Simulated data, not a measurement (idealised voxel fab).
process module | voxel fin reveal
cross-section cut | 235 nm wide | cells 5 nm
A cross-section is a grid of square cells, given in bands from the top down. A band is one or more rows of cells.
Each band's line starts with the height of the band's top and of its bottom, in nm. Then come its materials from left to right, each with its width in nm. One material with "throughout" fills the band from edge to edge. "air" is empty space.
Height 0 is the level under which the wafer as received is all one material. The lowest band goes on downwards, as in "0 down".
A width such as "30 to 40" changes by the same amount from each row of cells to the next, from the band's top row to its bottom row.
"no change" after a step means that no cell of the cross-section changed.
closed voids: empty space of 8 cells or more with no open way to the top, each as width x height at its distance from the left edge, in nm
after a step's settings: what the simulator itself notes on the step
overlay nm, on a step with a mask: how far to the right of its planned place the mask lay; to the left if negative
plan
1 op RECEIVE | material Si
2 op CONFORMAL_DEP | material SiN | thk nm 5
3 op PATTERN | tone cover | mask id FINS | material resist | width nm 15 | pitch nm 40 | thk nm 20 | overlay nm 0
4 op DIRECTIONAL_ETCH | etch materials SiN | depth nm 5
5 op DIRECTIONAL_ETCH | etch materials Si | depth nm 35
6 op STRIP | etch materials resist
7 op OXIDIZE | depth nm 5
8 op FILL_DEP | material SiO2 | thk nm 5
9 op CMP | height nm 5
10 op SELECTIVE_ETCH | etch materials SiO2 | depth nm 15
11 op STRIP | etch materials SiN
12 op CONFORMAL_DEP | material SiO2 | thk nm 5
as received, after step 1
  0 down: Si throughout
  closed voids: none
a wafer at the end: this start, this plan, one mistake
  5 to 0: air 50 | SiO2 15 | air 25 | SiO2 15 | air 25 | SiO2 15 | air 25 | SiO2 15 | air 50
  0 to -5: air 50 | SiO2 5 | Si 5 | SiO2 5 | air 25 | SiO2 5 | Si 5 | SiO2 5 | air 25 | SiO2 5 | Si 5 | SiO2 5 | air 25 | SiO2 5 | Si 5 | SiO2 5 | air 50
  -5 to -30: SiO2 55 | Si 5 | SiO2 35 | Si 5 | SiO2 35 | Si 5 | SiO2 35 | Si 5 | SiO2 55
  -30 down: Si throughout
  closed voids: none
what went wrong: step 5 ran as: op DIRECTIONAL_ETCH | etch materials Si | depth nm 25
